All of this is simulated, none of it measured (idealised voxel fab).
The following process module bears the name voxel spacer lines.
225 nm wide, 5 nm square cells: that's cross-section cut.
How to read a cross-section here: the picture is a grid of square cells, written as bands going from the top down, and any band can span one or more rows of cells. The band entry comprises the height of the band's top followed by the height of its bottom, expressed in nm, and subsequently the band's materials from left to right, each stated together with its width in nm. Where a single material is marked with the word "throughout", that material fills the band from edge to edge. The word "empty" represents empty space. Convention: height 0 is the level below which the wafer, as received, is all one material. The lowest band does not terminate at the bottom but continues downward, represented as "0 and below". You'd read "30..40" like this: the band's top row of cells is as wide as the first number, its bottom row is as wide as the second, and going down, every row changes width by the same amount as the row before did. When a step is marked "no modifications", none of the cells in the cross-section changed during that step. "Enclosed void inventory": empty spaces of 8 cells or more with no open way to the top, each given as width x height at distance, distance from the left edge, all in nm. Formally, on a step line, whatever follows the settings is a remark that the simulator itself makes on the step. overlay nm: step with mask; distance mask lay right of planned place; negative value = left of planned place. Pairs ahead. Before: cross-section ahead of one process step. After: cross-section once the step is done, shown to the lowest changed band only. Under each pair: that step, with settings. Caution: pairs may come from different runs of this module on the same starting wafer; a pair follows the pair above only where its "Status before step" entry says so.

**Status before step**
  0 and below = Si throughout
  Enclosed void inventory: none

**After the Step**
  5 down to 0 = Al2O3 throughout
  Heights below 0 show no change.
  Enclosed void inventory: none
Applied between the two views above: CONFORMAL_DEP with material Al2O3, thk nm 5

Status before step: after-step cross-section of the pair just above applies.

**After the Step**
  15 down to 5 = SiN throughout
  Heights below 5 show no change.
  Enclosed void inventory: none
Applied between the two views above: DIRECTIONAL_DEP with material SiN, thk nm 10

Status before step: after-step cross-section of the pair just above applies.

**After the Step**
  40 down to 15 = polySi throughout
  Heights below 15 show no change.
  Enclosed void inventory: none
Applied between the two views above: DIRECTIONAL_DEP with material polySi, thk nm 25

Status before step: after-step cross-section of the pair just above applies.

**After the Step**
  70 down to 40 = 60 empty, then 25 resist, then 55 empty, then 25 resist, then 60 empty
  Heights below 40 show no change.
  Enclosed void inventory: none
Applied between the two views above: PATTERN with tone cover, mask id MANDREL, material resist, width nm 25, pitch nm 80, thk nm 30, overlay nm 0

Status before step: after-step cross-section of the pair just above applies.

**After the Step**
  70 down to 40 = 60 empty, then 25 resist, then 55 empty, then 25 resist, then 60 empty
  40 down to 15 = 60 empty, then 25 polySi, then 55 empty, then 25 polySi, then 60 empty
  Heights below 15 show no change.
  Enclosed void inventory: none
Applied between the two views above: DIRECTIONAL_ETCH with etch materials polySi, depth nm 25

Status before step: after-step cross-section of the pair just above applies.

**After the Step**
  40 down to 15 = 60 empty, then 25 polySi, then 55 empty, then 25 polySi, then 60 empty
  Heights below 15 show no change.
  Enclosed void inventory: none
Applied between the two views above: STRIP with etch materials resist

Status before step: after-step cross-section of the pair just above applies.

**After the Step**
  55 down to 40 = 45 empty, then 55 SiO2, then 25 empty, then 55 SiO2, then 45 empty
  40 down to 30 = 45 empty, then 15 SiO2, then 25 polySi, then 15 SiO2, then 25 empty, then 15 SiO2, then 25 polySi, then 15 SiO2, then 45 empty
  30 down to 15 = 60 SiO2, then 25 polySi, then 55 SiO2, then 25 polySi, then 60 SiO2
  Heights below 15 show no change.
  Enclosed void inventory: none
Applied between the two views above: CONFORMAL_DEP with material SiO2, thk nm 15

Status before step: after-step cross-section of the pair just above applies.

**After the Step**
  40 down to 15 = 45 empty, then 15 SiO2, then 25 polySi, then 15 SiO2, then 25 empty, then 15 SiO2, then 25 polySi, then 15 SiO2, then 45 empty
  Heights below 15 show no change.
  Enclosed void inventory: none
Applied between the two views above: DIRECTIONAL_ETCH with etch materials SiO2, depth nm 15

Status before step: after-step cross-section of the pair just above applies.

**After the Step**
  40 down to 15 = 45 empty, then 15 SiO2, then 25 empty, then 15 SiO2, then 25 empty, then 15 SiO2, then 25 empty, then 15 SiO2, then 45 empty
  Heights below 15 show no change.
  Enclosed void inventory: none
Applied between the two views above: STRIP with etch materials polySi

Status before step: after-step cross-section of the pair just above applies.

**After the Step**
  40 down to 15 = 45 empty, then 15 SiO2, then 25 empty, then 15 SiO2, then 25 empty, then 15 SiO2, then 25 empty, then 15 SiO2, then 45 empty
  15 down to 5 = 45 empty, then 15 SiN, then 25 empty, then 15 SiN, then 25 empty, then 15 SiN, then 25 empty, then 15 SiN, then 45 empty
  Heights below 5 show no change.
  Enclosed void inventory: none
Applied between the two views above: DIRECTIONAL_ETCH with etch materials SiN, depth nm 10

Status before step: after-step cross-section of the pair just above applies.

**After the Step**
  15 down to 5 = 45 empty, then 15 SiN, then 25 empty, then 15 SiN, then 25 empty, then 15 SiN, then 25 empty, then 15 SiN, then 45 empty
  Heights below 5 show no change.
  Enclosed void inventory: none
Applied between the two views above: STRIP with etch materials SiO2

Status before step: after-step cross-section of the pair just above applies.

**After the Step**
  20 down to 15 = SiO2 throughout
  15 down to 5 = 45 SiO2, then 15 SiN, then 25 SiO2, then 15 SiN, then 25 SiO2, then 15 SiN, then 25 SiO2, then 15 SiN, then 45 SiO2
  Heights below 5 show no change.
  Enclosed void inventory: none
Applied between the two views above: FILL_DEP with material SiO2, thk nm 5

Status before step: after-step cross-section of the pair just above applies.

**After the Step**
  15 down to 5 = 45 SiO2, then 15 SiN, then 25 SiO2, then 15 SiN, then 25 SiO2, then 15 SiN, then 25 SiO2, then 15 SiN, then 45 SiO2
  Heights below 5 show no change.
  Enclosed void inventory: none
Applied between the two views above: CMP with height nm 15

**Status before step**
  0 and below = Si throughout
  Enclosed void inventory: none

**After the Step**
  10 down to 0 = SiN throughout
  Heights below 0 show no change.
  Enclosed void inventory: none
Applied between the two views above: DIRECTIONAL_DEP with material SiN, thk nm 10

Status before step: after-step cross-section of the pair just above applies.

**After the Step**
  35 down to 10 = polySi throughout
  Heights below 10 show no change.
  Enclosed void inventory: none
Applied between the two views above: DIRECTIONAL_DEP with material polySi, thk nm 25

Status before step: after-step cross-section of the pair just above applies.

**After the Step**
  65 down to 35 = 60 empty, then 25 resist, then 55 empty, then 25 resist, then 60 empty
  Heights below 35 show no change.
  Enclosed void inventory: none
Applied between the two views above: PATTERN with tone cover, mask id MANDREL, material resist, width nm 25, pitch nm 80, thk nm 30, overlay nm 0

Status before step: after-step cross-section of the pair just above applies.

**After the Step**
  65 down to 35 = 60 empty, then 25 resist, then 55 empty, then 25 resist, then 60 empty
  35 down to 10 = 60 empty, then 25 polySi, then 55 empty, then 25 polySi, then 60 empty
  Heights below 10 show no change.
  Enclosed void inventory: none
Applied between the two views above: DIRECTIONAL_ETCH with etch materials polySi, depth nm 25

Status before step: after-step cross-section of the pair just above applies.

**After the Step**
  35 down to 10 = 60 empty, then 25 polySi, then 55 empty, then 25 polySi, then 60 empty
  Heights below 10 show no change.
  Enclosed void inventory: none
Applied between the two views above: STRIP with etch materials resist

Status before step: after-step cross-section of the pair just above applies.

**After the Step**
  50 down to 35 = 45 empty, then 55 SiO2, then 25 empty, then 55 SiO2, then 45 empty
  35 down to 25 = 45 empty, then 15 SiO2, then 25 polySi, then 15 SiO2, then 25 empty, then 15 SiO2, then 25 polySi, then 15 SiO2, then 45 empty
  25 down to 10 = 60 SiO2, then 25 polySi, then 55 SiO2, then 25 polySi, then 60 SiO2
  Heights below 10 show no change.
  Enclosed void inventory: none
Applied between the two views above: CONFORMAL_DEP with material SiO2, thk nm 15

Status before step: after-step cross-section of the pair just above applies.

**After the Step**
  35 down to 10 = 45 empty, then 15 SiO2, then 25 polySi, then 15 SiO2, then 25 empty, then 15 SiO2, then 25 polySi, then 15 SiO2, then 45 empty
  Heights below 10 show no change.
  Enclosed void inventory: none
Applied between the two views above: DIRECTIONAL_ETCH with etch materials SiO2, depth nm 15

Status before step: after-step cross-section of the pair just above applies.

**After the Step**
  35 down to 10 = 45 empty, then 15 SiO2, then 25 empty, then 15 SiO2, then 25 empty, then 15 SiO2, then 25 empty, then 15 SiO2, then 45 empty
  Heights below 10 show no change.
  Enclosed void inventory: none
Applied between the two views above: STRIP with etch materials polySi

Status before step: after-step cross-section of the pair just above applies.

**After the Step**
  35 down to 10 = 45 empty, then 15 SiO2, then 25 empty, then 15 SiO2, then 25 empty, then 15 SiO2, then 25 empty, then 15 SiO2, then 45 empty
  10 down to 0 = 45 empty, then 15 SiN, then 25 empty, then 15 SiN, then 25 empty, then 15 SiN, then 25 empty, then 15 SiN, then 45 empty
  Heights below 0 show no change.
  Enclosed void inventory: none
Applied between the two views above: DIRECTIONAL_ETCH with etch materials SiN, depth nm 10

Status before step: after-step cross-section of the pair just above applies.

**After the Step**
  10 down to 0 = 45 empty, then 15 SiN, then 25 empty, then 15 SiN, then 25 empty, then 15 SiN, then 25 empty, then 15 SiN, then 45 empty
  Heights below 0 show no change.
  Enclosed void inventory: none
Applied between the two views above: STRIP with etch materials SiO2

Status before step: after-step cross-section of the pair just above applies.

**After the Step**
  15 down to 10 = SiO2 throughout
  10 down to 0 = 45 SiO2, then 15 SiN, then 25 SiO2, then 15 SiN, then 25 SiO2, then 15 SiN, then 25 SiO2, then 15 SiN, then 45 SiO2
  Heights below 0 show no change.
  Enclosed void inventory: none
Applied between the two views above: FILL_DEP with material SiO2, thk nm 5

**Status before step**
  10 down to 0 = SiN throughout
  0 and below = Si throughout
  Enclosed void inventory: none

**After the Step**
  15 down to 10 = Al2O3 throughout
  Heights below 10 show no change.
  Enclosed void inventory: none
Applied between the two views above: CONFORMAL_DEP with material Al2O3, thk nm 5

Status before step: after-step cross-section of the pair just above applies.

**After the Step**
  40 down to 15 = polySi throughout
  Heights below 15 show no change.
  Enclosed void inventory: none
Applied between the two views above: DIRECTIONAL_DEP with material polySi, thk nm 25

Status before step: after-step cross-section of the pair just above applies.

**After the Step**
  70 down to 40 = 60 empty, then 25 resist, then 55 empty, then 25 resist, then 60 empty
  Heights below 40 show no change.
  Enclosed void inventory: none
Applied between the two views above: PATTERN with tone cover, mask id MANDREL, material resist, width nm 25, pitch nm 80, thk nm 30, overlay nm 0

Status before step: after-step cross-section of the pair just above applies.

**After the Step**
  70 down to 40 = 60 empty, then 25 resist, then 55 empty, then 25 resist, then 60 empty
  40 down to 15 = 60 empty, then 25 polySi, then 55 empty, then 25 polySi, then 60 empty
  Heights below 15 show no change.
  Enclosed void inventory: none
Applied between the two views above: DIRECTIONAL_ETCH with etch materials polySi, depth nm 25

Status before step: after-step cross-section of the pair just above applies.

**After the Step**
  40 down to 15 = 60 empty, then 25 polySi, then 55 empty, then 25 polySi, then 60 empty
  Heights below 15 show no change.
  Enclosed void inventory: none
Applied between the two views above: STRIP with etch materials resist

Status before step: after-step cross-section of the pair just above applies.

**After the Step**
  55 down to 40 = 45 empty, then 55 SiO2, then 25 empty, then 55 SiO2, then 45 empty
  40 down to 30 = 45 empty, then 15 SiO2, then 25 polySi, then 15 SiO2, then 25 empty, then 15 SiO2, then 25 polySi, then 15 SiO2, then 45 empty
  30 down to 15 = 60 SiO2, then 25 polySi, then 55 SiO2, then 25 polySi, then 60 SiO2
  Heights below 15 show no change.
  Enclosed void inventory: none
Applied between the two views above: CONFORMAL_DEP with material SiO2, thk nm 15

Status before step: after-step cross-section of the pair just above applies.

**After the Step**
  40 down to 15 = 45 empty, then 15 SiO2, then 25 polySi, then 15 SiO2, then 25 empty, then 15 SiO2, then 25 polySi, then 15 SiO2, then 45 empty
  Heights below 15 show no change.
  Enclosed void inventory: none
Applied between the two views above: DIRECTIONAL_ETCH with etch materials SiO2, depth nm 15

Status before step: after-step cross-section of the pair just above applies.

**After the Step**
  40 down to 15 = 45 empty, then 15 SiO2, then 25 empty, then 15 SiO2, then 25 empty, then 15 SiO2, then 25 empty, then 15 SiO2, then 45 empty
  Heights below 15 show no change.
  Enclosed void inventory: none
Applied between the two views above: STRIP with etch materials polySi

Status before step: after-step cross-section of the pair just above applies.

**After the Step**
  15 down to 10 = Al2O3 throughout
  Heights below 10 show no change.
  Enclosed void inventory: none
Applied between the two views above: STRIP with etch materials SiO2

Status before step: after-step cross-section of the pair just above applies.

**After the Step**
  20 down to 15 = SiO2 throughout
  Heights below 15 show no change.
  Enclosed void inventory: none
Applied between the two views above: FILL_DEP with material SiO2, thk nm 5

Status before step: after-step cross-section of the pair just above applies.

**After the Step**
  15 down to 10 = Al2O3 throughout
  Heights below 10 show no change.
  Enclosed void inventory: none
Applied between the two views above: CMP with height nm 15

**Status before step**
  5 down to 0 = Al2O3 throughout
  0 and below = Si throughout
  Enclosed void inventory: none

**After the Step**
  10 down to 5 = SiN throughout
  Heights below 5 show no change.
  Enclosed void inventory: none
Applied between the two views above: DIRECTIONAL_DEP with material SiN, thk nm 5

Status before step: after-step cross-section of the pair just above applies.

**After the Step**
  35 down to 10 = polySi throughout
  Heights below 10 show no change.
  Enclosed void inventory: none
Applied between the two views above: DIRECTIONAL_DEP with material polySi, thk nm 25

Status before step: after-step cross-section of the pair just above applies.

**After the Step**
  65 down to 35 = 60 empty, then 25 resist, then 55 empty, then 25 resist, then 60 empty
  Heights below 35 show no change.
  Enclosed void inventory: none
Applied between the two views above: PATTERN with tone cover, mask id MANDREL, material resist, width nm 25, pitch nm 80, thk nm 30, overlay nm 0

Status before step: after-step cross-section of the pair just above applies.

**After the Step**
  65 down to 35 = 60 empty, then 25 resist, then 55 empty, then 25 resist, then 60 empty
  35 down to 10 = 60 empty, then 25 polySi, then 55 empty, then 25 polySi, then 60 empty
  Heights below 10 show no change.
  Enclosed void inventory: none
Applied between the two views above: DIRECTIONAL_ETCH with etch materials polySi, depth nm 25

Status before step: after-step cross-section of the pair just above applies.

**After the Step**
  35 down to 10 = 60 empty, then 25 polySi, then 55 empty, then 25 polySi, then 60 empty
  Heights below 10 show no change.
  Enclosed void inventory: none
Applied between the two views above: STRIP with etch materials resist

Status before step: after-step cross-section of the pair just above applies.

**After the Step**
  50 down to 35 = 45 empty, then 55 SiO2, then 25 empty, then 55 SiO2, then 45 empty
  35 down to 25 = 45 empty, then 15 SiO2, then 25 polySi, then 15 SiO2, then 25 empty, then 15 SiO2, then 25 polySi, then 15 SiO2, then 45 empty
  25 down to 10 = 60 SiO2, then 25 polySi, then 55 SiO2, then 25 polySi, then 60 SiO2
  Heights below 10 show no change.
  Enclosed void inventory: none
Applied between the two views above: CONFORMAL_DEP with material SiO2, thk nm 15

Status before step: after-step cross-section of the pair just above applies.

**After the Step**
  35 down to 10 = 45 empty, then 15 SiO2, then 25 polySi, then 15 SiO2, then 25 empty, then 15 SiO2, then 25 polySi, then 15 SiO2, then 45 empty
  Heights below 10 show no change.
  Enclosed void inventory: none
Applied between the two views above: DIRECTIONAL_ETCH with etch materials SiO2, depth nm 15

Status before step: after-step cross-section of the pair just above applies.

**After the Step**
  35 down to 10 = 45 empty, then 15 SiO2, then 25 empty, then 15 SiO2, then 25 empty, then 15 SiO2, then 25 empty, then 15 SiO2, then 45 empty
  Heights below 10 show no change.
  Enclosed void inventory: none
Applied between the two views above: STRIP with etch materials polySi

Status before step: after-step cross-section of the pair just above applies.

**After the Step**
  35 down to 10 = 45 empty, then 15 SiO2, then 25 empty, then 15 SiO2, then 25 empty, then 15 SiO2, then 25 empty, then 15 SiO2, then 45 empty
  10 down to 5 = 45 empty, then 15 SiN, then 25 empty, then 15 SiN, then 25 empty, then 15 SiN, then 25 empty, then 15 SiN, then 45 empty
  Heights below 5 show no change.
  Enclosed void inventory: none
Applied between the two views above: DIRECTIONAL_ETCH with etch materials SiN, depth nm 10

Status before step: after-step cross-section of the pair just above applies.

**After the Step**
  10 down to 5 = 45 empty, then 15 SiN, then 25 empty, then 15 SiN, then 25 empty, then 15 SiN, then 25 empty, then 15 SiN, then 45 empty
  Heights below 5 show no change.
  Enclosed void inventory: none
Applied between the two views above: STRIP with etch materials SiO2

Status before step: after-step cross-section of the pair just above applies.

**After the Step**
  15 down to 10 = SiO2 throughout
  10 down to 5 = 45 SiO2, then 15 SiN, then 25 SiO2, then 15 SiN, then 25 SiO2, then 15 SiN, then 25 SiO2, then 15 SiN, then 45 SiO2
  Heights below 5 show no change.
  Enclosed void inventory: none
Applied between the two views above: FILL_DEP with material SiO2, thk nm 5

**Status before step**
  40 down to 15 = polySi throughout
  15 down to 5 = SiN throughout
  5 down to 0 = Al2O3 throughout
  0 and below = Si throughout
  Enclosed void inventory: none

**After the Step**
  70 down to 40 = 55 empty, then 35 resist, then 45 empty, then 35 resist, then 55 empty
  Heights below 40 show no change.
  Enclosed void inventory: none
Applied between the two views above: PATTERN with tone cover, mask id MANDREL, material resist, width nm 35, pitch nm 80, thk nm 30, overlay nm 0

Status before step: after-step cross-section of the pair just above applies.

**After the Step**
  70 down to 40 = 55 empty, then 35 resist, then 45 empty, then 35 resist, then 55 empty
  40 down to 15 = 55 empty, then 35 polySi, then 45 empty, then 35 polySi, then 55 empty
  Heights below 15 show no change.
  Enclosed void inventory: none
Applied between the two views above: DIRECTIONAL_ETCH with etch materials polySi, depth nm 25

Status before step: after-step cross-section of the pair just above applies.

**After the Step**
  40 down to 15 = 55 empty, then 35 polySi, then 45 empty, then 35 polySi, then 55 empty
  Heights below 15 show no change.
  Enclosed void inventory: none
Applied between the two views above: STRIP with etch materials resist

Status before step: after-step cross-section of the pair just above applies.

**After the Step**
  55 down to 40 = 40 empty, then 65 SiO2, then 15 empty, then 65 SiO2, then 40 empty
  40 down to 30 = 40 empty, then 15 SiO2, then 35 polySi, then 15 SiO2, then 15 empty, then 15 SiO2, then 35 polySi, then 15 SiO2, then 40 empty
  30 down to 15 = 55 SiO2, then 35 polySi, then 45 SiO2, then 35 polySi, then 55 SiO2
  Heights below 15 show no change.
  Enclosed void inventory: none
Applied between the two views above: CONFORMAL_DEP with material SiO2, thk nm 15

Status before step: after-step cross-section of the pair just above applies.

**After the Step**
  40 down to 15 = 40 empty, then 15 SiO2, then 35 polySi, then 15 SiO2, then 15 empty, then 15 SiO2, then 35 polySi, then 15 SiO2, then 40 empty
  Heights below 15 show no change.
  Enclosed void inventory: none
Applied between the two views above: DIRECTIONAL_ETCH with etch materials SiO2, depth nm 15

Status before step: after-step cross-section of the pair just above applies.

**After the Step**
  40 down to 15 = 40 empty, then 15 SiO2, then 35 empty, then 15 SiO2, then 15 empty, then 15 SiO2, then 35 empty, then 15 SiO2, then 40 empty
  Heights below 15 show no change.
  Enclosed void inventory: none
Applied between the two views above: STRIP with etch materials polySi

Status before step: after-step cross-section of the pair just above applies.

**After the Step**
  40 down to 15 = 40 empty, then 15 SiO2, then 35 empty, then 15 SiO2, then 15 empty, then 15 SiO2, then 35 empty, then 15 SiO2, then 40 empty
  15 down to 5 = 40 empty, then 15 SiN, then 35 empty, then 15 SiN, then 15 empty, then 15 SiN, then 35 empty, then 15 SiN, then 40 empty
  Heights below 5 show no change.
  Enclosed void inventory: none
Applied between the two views above: DIRECTIONAL_ETCH with etch materials SiN, depth nm 10

Status before step: after-step cross-section of the pair just above applies.

**After the Step**
  15 down to 5 = 40 empty, then 15 SiN, then 35 empty, then 15 SiN, then 15 empty, then 15 SiN, then 35 empty, then 15 SiN, then 40 empty
  Heights below 5 show no change.
  Enclosed void inventory: none
Applied between the two views above: STRIP with etch materials SiO2

Status before step: after-step cross-section of the pair just above applies.

**After the Step**
  20 down to 15 = SiO2 throughout
  15 down to 5 = 40 SiO2, then 15 SiN, then 35 SiO2, then 15 SiN, then 15 SiO2, then 15 SiN, then 35 SiO2, then 15 SiN, then 40 SiO2
  Heights below 5 show no change.
  Enclosed void inventory: none
Applied between the two views above: FILL_DEP with material SiO2, thk nm 5

Status before step: after-step cross-section of the pair just above applies.

**After the Step**
  15 down to 5 = 40 SiO2, then 15 SiN, then 35 SiO2, then 15 SiN, then 15 SiO2, then 15 SiN, then 35 SiO2, then 15 SiN, then 40 SiO2
  Heights below 5 show no change.
  Enclosed void inventory: none
Applied between the two views above: CMP with height nm 15

**Status before step**
  40 down to 15 = polySi throughout
  15 down to 5 = SiN throughout
  5 down to 0 = Al2O3 throughout
  0 and below = Si throughout
  Enclosed void inventory: none

**After the Step**
  70 down to 40 = 50 empty, then 25 resist, then 55 empty, then 25 resist, then 70 empty
  Heights below 40 show no change.
  Enclosed void inventory: none
Applied between the two views above: PATTERN with tone cover, mask id MANDREL, material resist, width nm 25, pitch nm 80, thk nm 30, overlay nm -10

Status before step: after-step cross-section of the pair just above applies.

**After the Step**
  70 down to 40 = 50 empty, then 25 resist, then 55 empty, then 25 resist, then 70 empty
  40 down to 15 = 50 empty, then 25 polySi, then 55 empty, then 25 polySi, then 70 empty
  Heights below 15 show no change.
  Enclosed void inventory: none
Applied between the two views above: DIRECTIONAL_ETCH with etch materials polySi, depth nm 25

Status before step: after-step cross-section of the pair just above applies.

**After the Step**
  40 down to 15 = 50 empty, then 25 polySi, then 55 empty, then 25 polySi, then 70 empty
  Heights below 15 show no change.
  Enclosed void inventory: none
Applied between the two views above: STRIP with etch materials resist

Status before step: after-step cross-section of the pair just above applies.

**After the Step**
  55 down to 40 = 35 empty, then 55 SiO2, then 25 empty, then 55 SiO2, then 55 empty
  40 down to 30 = 35 empty, then 15 SiO2, then 25 polySi, then 15 SiO2, then 25 empty, then 15 SiO2, then 25 polySi, then 15 SiO2, then 55 empty
  30 down to 15 = 50 SiO2, then 25 polySi, then 55 SiO2, then 25 polySi, then 70 SiO2
  Heights below 15 show no change.
  Enclosed void inventory: none
Applied between the two views above: CONFORMAL_DEP with material SiO2, thk nm 15

Status before step: after-step cross-section of the pair just above applies.

**After the Step**
  40 down to 15 = 35 empty, then 15 SiO2, then 25 polySi, then 15 SiO2, then 25 empty, then 15 SiO2, then 25 polySi, then 15 SiO2, then 55 empty
  Heights below 15 show no change.
  Enclosed void inventory: none
Applied between the two views above: DIRECTIONAL_ETCH with etch materials SiO2, depth nm 15

Status before step: after-step cross-section of the pair just above applies.

**After the Step**
  40 down to 15 = 35 empty, then 15 SiO2, then 25 empty, then 15 SiO2, then 25 empty, then 15 SiO2, then 25 empty, then 15 SiO2, then 55 empty
  Heights below 15 show no change.
  Enclosed void inventory: none
Applied between the two views above: STRIP with etch materials polySi

Status before step: after-step cross-section of the pair just above applies.

**After the Step**
  40 down to 15 = 35 empty, then 15 SiO2, then 25 empty, then 15 SiO2, then 25 empty, then 15 SiO2, then 25 empty, then 15 SiO2, then 55 empty
  15 down to 5 = 35 empty, then 15 SiN, then 25 empty, then 15 SiN, then 25 empty, then 15 SiN, then 25 empty, then 15 SiN, then 55 empty
  Heights below 5 show no change.
  Enclosed void inventory: none
Applied between the two views above: DIRECTIONAL_ETCH with etch materials SiN, depth nm 10

Status before step: after-step cross-section of the pair just above applies.

**After the Step**
  15 down to 5 = 35 empty, then 15 SiN, then 25 empty, then 15 SiN, then 25 empty, then 15 SiN, then 25 empty, then 15 SiN, then 55 empty
  Heights below 5 show no change.
  Enclosed void inventory: none
Applied between the two views above: STRIP with etch materials SiO2

Status before step: after-step cross-section of the pair just above applies.

**After the Step**
  20 down to 15 = SiO2 throughout
  15 down to 5 = 35 SiO2, then 15 SiN, then 25 SiO2, then 15 SiN, then 25 SiO2, then 15 SiN, then 25 SiO2, then 15 SiN, then 55 SiO2
  Heights below 5 show no change.
  Enclosed void inventory: none
Applied between the two views above: FILL_DEP with material SiO2, thk nm 5

Status before step: after-step cross-section of the pair just above applies.

**After the Step**
  15 down to 5 = 35 SiO2, then 15 SiN, then 25 SiO2, then 15 SiN, then 25 SiO2, then 15 SiN, then 25 SiO2, then 15 SiN, then 55 SiO2
  Heights below 5 show no change.
  Enclosed void inventory: none
Applied between the two views above: CMP with height nm 15

**Status before step**
  0 and below = Si throughout
  Enclosed void inventory: none

**After the Step**
  5 down to 0 = SiN throughout
  Heights below 0 show no change.
  Enclosed void inventory: none
Applied between the two views above: CONFORMAL_DEP with material SiN, thk nm 5

Status before step: after-step cross-section of the pair just above applies.

**After the Step**
  15 down to 0 = SiN throughout
  Heights below 0 show no change.
  Enclosed void inventory: none
Applied between the two views above: DIRECTIONAL_DEP with material SiN, thk nm 10

Status before step: after-step cross-section of the pair just above applies.

**After the Step**
  40 down to 15 = polySi throughout
  Heights below 15 show no change.
  Enclosed void inventory: none
Applied between the two views above: DIRECTIONAL_DEP with material polySi, thk nm 25

Status before step: after-step cross-section of the pair just above applies.

**After the Step**
  70 down to 40 = 60 empty, then 25 resist, then 55 empty, then 25 resist, then 60 empty
  Heights below 40 show no change.
  Enclosed void inventory: none
Applied between the two views above: PATTERN with tone cover, mask id MANDREL, material resist, width nm 25, pitch nm 80, thk nm 30, overlay nm 0

Status before step: after-step cross-section of the pair just above applies.

**After the Step**
  70 down to 40 = 60 empty, then 25 resist, then 55 empty, then 25 resist, then 60 empty
  40 down to 15 = 60 empty, then 25 polySi, then 55 empty, then 25 polySi, then 60 empty
  Heights below 15 show no change.
  Enclosed void inventory: none
Applied between the two views above: DIRECTIONAL_ETCH with etch materials polySi, depth nm 25

Status before step: after-step cross-section of the pair just above applies.

**After the Step**
  40 down to 15 = 60 empty, then 25 polySi, then 55 empty, then 25 polySi, then 60 empty
  Heights below 15 show no change.
  Enclosed void inventory: none
Applied between the two views above: STRIP with etch materials resist

Status before step: after-step cross-section of the pair just above applies.

**After the Step**
  55 down to 40 = 45 empty, then 55 SiO2, then 25 empty, then 55 SiO2, then 45 empty
  40 down to 30 = 45 empty, then 15 SiO2, then 25 polySi, then 15 SiO2, then 25 empty, then 15 SiO2, then 25 polySi, then 15 SiO2, then 45 empty
  30 down to 15 = 60 SiO2, then 25 polySi, then 55 SiO2, then 25 polySi, then 60 SiO2
  Heights below 15 show no change.
  Enclosed void inventory: none
Applied between the two views above: CONFORMAL_DEP with material SiO2, thk nm 15

Status before step: after-step cross-section of the pair just above applies.

**After the Step**
  40 down to 15 = 45 empty, then 15 SiO2, then 25 polySi, then 15 SiO2, then 25 empty, then 15 SiO2, then 25 polySi, then 15 SiO2, then 45 empty
  Heights below 15 show no change.
  Enclosed void inventory: none
Applied between the two views above: DIRECTIONAL_ETCH with etch materials SiO2, depth nm 15

Status before step: after-step cross-section of the pair just above applies.

**After the Step**
  40 down to 15 = 45 empty, then 15 SiO2, then 25 empty, then 15 SiO2, then 25 empty, then 15 SiO2, then 25 empty, then 15 SiO2, then 45 empty
  Heights below 15 show no change.
  Enclosed void inventory: none
Applied between the two views above: STRIP with etch materials polySi

Status before step: after-step cross-section of the pair just above applies.

**After the Step**
  40 down to 15 = 45 empty, then 15 SiO2, then 25 empty, then 15 SiO2, then 25 empty, then 15 SiO2, then 25 empty, then 15 SiO2, then 45 empty
  15 down to 5 = 45 empty, then 15 SiN, then 25 empty, then 15 SiN, then 25 empty, then 15 SiN, then 25 empty, then 15 SiN, then 45 empty
  Heights below 5 show no change.
  Enclosed void inventory: none
Applied between the two views above: DIRECTIONAL_ETCH with etch materials SiN, depth nm 10

Status before step: after-step cross-section of the pair just above applies.

**After the Step**
  15 down to 5 = 45 empty, then 15 SiN, then 25 empty, then 15 SiN, then 25 empty, then 15 SiN, then 25 empty, then 15 SiN, then 45 empty
  Heights below 5 show no change.
  Enclosed void inventory: none
Applied between the two views above: STRIP with etch materials SiO2

Status before step: after-step cross-section of the pair just above applies.

**After the Step**
  20 down to 15 = SiO2 throughout
  15 down to 5 = 45 SiO2, then 15 SiN, then 25 SiO2, then 15 SiN, then 25 SiO2, then 15 SiN, then 25 SiO2, then 15 SiN, then 45 SiO2
  Heights below 5 show no change.
  Enclosed void inventory: none
Applied between the two views above: FILL_DEP with material SiO2, thk nm 5

Status before step: after-step cross-section of the pair just above applies.

**After the Step**
  15 down to 5 = 45 SiO2, then 15 SiN, then 25 SiO2, then 15 SiN, then 25 SiO2, then 15 SiN, then 25 SiO2, then 15 SiN, then 45 SiO2
  Heights below 5 show no change.
  Enclosed void inventory: none
Applied between the two views above: CMP with height nm 15
